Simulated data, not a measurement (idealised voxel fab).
The document below concerns the process module designated voxel released beams.
Pictured: cross-section cut, 145 nm wide, on a grid of 5 nm square cells.
How to read a cross-section here: the picture is a grid of square cells, written as bands going from the top down, and any band can span one or more rows of cells.
A band entry consists of two parts. The first gives the height of the band's top and the height of its bottom, in nm. The rest lists the band's materials from left to right, each with its width in nm. A single material labelled with the word "all across" fills the band from edge to edge, and the word "empty" marks empty space.
Beneath 0, the wafer as received is one material, and that level is where height counting begins. The lowest band goes on downward without a bottom; it is written like "from 0 down".
So if you see something like "30->40" for the width, read it as the top row of the band sitting at the first number and the bottom row at the second, with every row in between moving by the same amount as the last.
Step marked "nothing got changed"? Then no cell in the cross-section changed in it.
Voids not open to the top, 8 cells minimum: see "Enclosed void list". Written width x height at distance; distance is from the left edge; nm.
What comes after the settings on a step's line is commentary from the simulator itself on that step.
overlay nm: right-of-plan distance of the mask on a masked step; negative values mean left-of-plan.

[So here's the lineup of process steps we planned]
1,RECEIVE | material Si
2,CONFORMAL_DEP | material Al2O3 | thk nm 5
3,DIRECTIONAL_DEP | material SiO2 | thk nm 15
4,PATTERN | tone open | mask id ANCHOR | material resist | width nm 45 | thk nm 15 | overlay nm 0
5,DIRECTIONAL_ETCH | etch materials SiO2 | depth nm 15
6,STRIP | etch materials resist
7,CONFORMAL_DEP | material W | thk nm 15
8,MASKED_ETCH | tone cover | mask id BEAM | width nm 95 | etch materials W | depth nm 15 | overlay nm 0
9,STRIP | etch materials SiO2

[The cross-section here shows the wafer as received, i.e. in its state after step 1]
* from 0 down = Si all across
* Enclosed void list: none

[First wafer of two, sectioned at end of module; run went per plan]
* from 35 to 20 = empty (20), W (20), empty (15), W (60), empty (30)
* from 20 to 5 = empty (25), W (45), empty (75)
* from 5 to 0 = Al2O3 all across
* from 0 down = Si all across
* Enclosed void list: none

[This is the second of the two wafers, cross-sectioned at the end of the module; it started exactly like the first and was given the same plan, but it was run with one mistake]
* from 35 to 20 = empty (20), W (95), empty (30)
* from 20 to 5 = W all across
* from 5 to 0 = Al2O3 all across
* from 0 down = Si all across
* Enclosed void list: none
Here's what went sideways: step 3 was processed under conditions differing from the plan, specifically as DIRECTIONAL_DEP | material W | thk nm 15
At the finish, the second wafer shows more or fewer cells for some materials than the first does: W +69
